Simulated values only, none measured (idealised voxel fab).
process module | voxel tone inversion
cross-section cut | 265 nm wide | cells 5 nm
A cross-section is a grid of square cells, given in bands from the top down. A band is one or more rows of cells.
Each band's line starts with the height of the band's top and of its bottom, in nm. Then come its materials from left to right, each with its width in nm. One material with "throughout" fills the band from edge to edge. "air" is empty space.
Height 0 is the level under which the wafer as received is all one material. The lowest band goes on downwards, as in "0 down".
A width such as "30 to 40" changes by the same amount from each row of cells to the next, from the band's top row to its bottom row.
"no change" after a step means that no cell of the cross-section changed.
closed voids: empty space of 8 cells or more with no open way to the top, each as width x height at its distance from the left edge, in nm
after a step's settings: what the simulator itself notes on the step
overlay nm, on a step with a mask: how far to the right of its planned place the mask lay; to the left if negative
plan
1 op RECEIVE | material Si
2 op CONFORMAL_DEP | material SiCN | thk nm 5
3 op DIRECTIONAL_DEP | material aC | thk nm 20
4 op PATTERN | tone cover | mask id POSTS | material resist | width nm 20 | pitch nm 45 | thk nm 25 | overlay nm 0
5 op DIRECTIONAL_ETCH | etch materials aC | depth nm 20
6 op STRIP | etch materials resist
7 op FILL_DEP | material lowk | thk nm 5
8 op CMP | height nm 25
9 op STRIP | etch materials aC
10 op CONFORMAL_DEP | material TiN | thk nm 5
11 op FILL_DEP | material Ru | thk nm 5
12 op CMP | height nm 25
13 op CONFORMAL_DEP | material SiCN | thk nm 5
as received, after step 1
  0 down: Si throughout
  closed voids: none
first wafer at the end, as planned
  30 to 25: SiCN throughout
  25 to 10: lowk 75 | TiN 5 | Ru 10 | TiN 5 | lowk 25 | TiN 5 | Ru 10 | TiN 5 | lowk 25 | TiN 5 | Ru 10 | TiN 5 | lowk 80
  10 to 5: lowk 75 | TiN 20 | lowk 25 | TiN 20 | lowk 25 | TiN 20 | lowk 80
  5 to 0: SiCN throughout
  0 down: Si throughout
  closed voids: none
second wafer at the end: like start, like plan, one mistake
  30 to 20: SiCN throughout
  20 to 0: aC throughout
  0 down: Si throughout
  closed voids: none
what went wrong: steps 2 and 3 were swapped
at the end the second wafer has, in cells: 18 fewer of Ru | 30 fewer of TiN | 212 more of aC | 164 fewer of lowk
